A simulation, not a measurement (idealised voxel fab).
Title: Process Module voxel self aligned contacts
Displayed cross-section: cut, width of 170 nm, square cells sized 5 nm.
When this document writes out a cross-section, it uses a grid of square cells and lists it as bands, beginning at the top and moving down, with a band standing for one or more rows of cells. Quick guide to a band line: top height, bottom height (nm) up front; then every material left to right with its width in nm. Only one material and it's marked "throughout"? Then it fills the band edge to edge. And "blank" just means empty space. Measure heights from 0. That's the level where, below it, the as-received wafer is all one material. The lowest band is bottomless and extends downward; write it as in "0 nm and below". Graded width ("30 to 40"): value in top row of band = first number; value in bottom row = second number; row-to-row change constant. Reading "nothing different" for a step: not a cell of the cross-section changed in it. Empty spaces counting at least 8 cells and having no open way to the top are listed in "Closed-off voids". The notation width x height at distance is used for each, the distance being from the left edge and all three values in nm. Heads up: the bit after the settings on a step's line is the simulator's remark on that step. Regarding "overlay nm": on a step with a mask, it is the distance the mask lay to the right of its planned place; a negative value places it to the left.

SO HERE'S THE LINEUP OF PROCESS STEPS WE PLANNED
- 1: RECEIVE (material Si)
- 2: OXIDIZE (depth nm 5)
- 3: DIRECTIONAL_DEP (material polySi; thk nm 30)
- 4: DIRECTIONAL_DEP (material SiN; thk nm 25)
- 5: DIRECTIONAL_DEP (material aC; thk nm 15)
- 6: PATTERN (tone cover; mask id GATE; material resist; width nm 30; pitch nm 75; thk nm 35; overlay nm 0)
- 7: DIRECTIONAL_ETCH (etch materials aC; depth nm 15)
- 8: STRIP (etch materials resist)
- 9: DIRECTIONAL_ETCH (etch materials SiN; depth nm 25)
- 10: DIRECTIONAL_ETCH (etch materials polySi; depth nm 30)
- 11: STRIP (etch materials aC)
- 12: CONFORMAL_DEP (material SiN; thk nm 10)
- 13: DIRECTIONAL_ETCH (etch materials SiN; depth nm 10)
- 14: FILL_DEP (material SiO2; thk nm 15)
- 15: CMP (height nm 60)
- 16: MASKED_ETCH (tone open; mask id CONTACT; width nm 55; etch materials SiO2; depth nm 65; overlay nm 0)
- 17: CONFORMAL_DEP (material TiN; thk nm 5)
- 18: FILL_DEP (material W; thk nm 5)
- 19: CMP (height nm 60)
- 20: CONFORMAL_DEP (material SiN; thk nm 5)

STEP 1 COMPLETE: CROSS-SECTION OF THE WAFER AS RECEIVED
  0 nm and below: Si throughout
  Closed-off voids: none

CROSS-SECTIONAL VIEW OF THE FIRST OF THE TWO WAFERS UPON COMPLETION OF THE MODULE, PROCESSED IN ACCORDANCE WITH THE PLAN
  65 nm to 60 nm: SiN throughout
  60 nm to 55 nm: 55 of SiO2 | 20 of TiN | 15 of W | 20 of TiN | 60 of SiO2
  55 nm to 30 nm: 20 of SiO2 | 50 of SiN | 5 of TiN | 15 of W | 5 of TiN | 50 of SiN | 25 of SiO2
  30 nm to 0 nm: 20 of SiO2 | 10 of SiN | 30 of polySi | 10 of SiN | 5 of TiN | 15 of W | 5 of TiN | 10 of SiN | 30 of polySi | 10 of SiN | 25 of SiO2
  0 nm to -5 nm: 70 of SiO2 | 25 of TiN | 75 of SiO2
  -5 nm and below: Si throughout
  Closed-off voids: none

PRESENTED HERE IS A CROSS-SECTION OF THE SECOND OF THE TWO WAFERS AS IT STOOD AT THE END OF THE MODULE. IT WAS STARTED IN THE SAME MANNER AND ASSIGNED THE SAME PLAN AS THE FIRST WAFER; HOWEVER, ONE MISTAKE WAS MADE IN ITS EXECUTION
  65 nm to 60 nm: SiN throughout
  60 nm to 55 nm: 60 of SiO2 | 15 of TiN | 15 of W | 20 of TiN | 60 of SiO2
  55 nm to 30 nm: 20 of SiO2 | 50 of SiN | 5 of TiN | 15 of W | 5 of TiN | 50 of SiN | 25 of SiO2
  30 nm to 0 nm: 20 of SiO2 | 10 of SiN | 30 of polySi | 10 of SiN | 5 of TiN | 15 of W | 5 of TiN | 10 of SiN | 30 of polySi | 10 of SiN | 25 of SiO2
  0 nm to -5 nm: 70 of SiO2 | 25 of TiN | 75 of SiO2
  -5 nm and below: Si throughout
  Closed-off voids: none
Run error: step 16 did not use the planned setting and instead ran as MASKED_ETCH (tone open; mask id CONTACT; width nm 50; etch materials SiO2; depth nm 65; overlay nm 0)
In the final state, the cell counts of the second wafer exceed or fall short of those of the first for the following materials: 1 more of SiO2 | 1 fewer of TiN
